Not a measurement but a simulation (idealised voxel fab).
Process module in this document: voxel released beams
FYI the section here is cut, 205 nm wide, cells are 5 nm squares.
Bands, listed from the top down, are how a cross-section gets written in this document; the cross-section itself is a grid of square cells, and a band is one or more rows of them. The entry gives the band's vertical extent as a top height and a bottom height in nm, then its horizontal make-up as materials from left to right, each with a width in nm. "air" stands for empty space; a single material marked "full width" fills the band edge to edge. Where do heights start? At 0: under that level the wafer as delivered is made of one material only. And the lowest band has no floor; it just carries on downward, as in "0 nm and below". When a width is written as two numbers, as in "30 to 40", the first number is the width in the top row of cells of the band and the second is the width in its bottom row, and the width changes by the same amount from each row to the next. "everything unchanged" for a step: no cell of the cross-section changed in that step. "Encapsulated voids" means: voids of 8 cells or more that are shut off from the top with no open way through. Written width x height at distance, distance from the left edge, in nm. It should be noted that, on the line of a given step, the content following the step's settings is a remark produced by the simulator itself with respect to that step. If you see "overlay nm" on a step's line and that step has a mask, it's telling you how far right of where it was planned the mask ended up; a negative number means it went left instead.
STEPS IN THE PROCESS PLAN
step 1: RECEIVE [material Si]
step 2: CONFORMAL_DEP [material SiN] [thk nm 10]
step 3: DIRECTIONAL_DEP [material SiO2] [thk nm 15]
step 4: DIRECTIONAL_DEP [material aC] [thk nm 10]
step 5: PATTERN [tone open] [mask id ANCHOR] [material resist] [width nm 25] [thk nm 30] [overlay nm 0]
step 6: DIRECTIONAL_ETCH [etch materials aC] [depth nm 10]
step 7: STRIP [etch materials resist]
step 8: DIRECTIONAL_ETCH [etch materials SiO2] [depth nm 15]
step 9: STRIP [etch materials aC]
step 10: CONFORMAL_DEP [material W] [thk nm 10]
step 11: DIRECTIONAL_DEP [material aC] [thk nm 15]
step 12: PATTERN [tone cover] [mask id BEAM] [material resist] [width nm 90] [thk nm 35] [overlay nm 0]
step 13: DIRECTIONAL_ETCH [etch materials aC] [depth nm 15]
step 14: STRIP [etch materials resist]
step 15: DIRECTIONAL_ETCH [etch materials W] [depth nm 10]
step 16: STRIP [etch materials aC]
step 17: STRIP [etch materials SiO2]
RECEIVED-STATE CROSS-SECTION, REFLECTING COMPLETION OF STEP 1
0 nm and below = Si full width
Encapsulated voids: none
CROSS-SECTIONAL RESULT AFTER MODULE COMPLETION. NOTE: STARTING CONDITION AND PLAN ARE UNCHANGED FROM ABOVE; ONE PROCESSING MISTAKE WAS MADE
25 nm to 15 nm = 55 air; 15 W; 5 air; 70 W; 60 air
15 nm to 10 nm = 60 air; 10 W; 5 air; 10 W; 120 air
10 nm to 0 nm = 60 air; 25 W; 120 air
0 nm and below = Si full width
Encapsulated voids: none
What broke from the plan during processing? step 2 from the plan never happened, it was just skipped
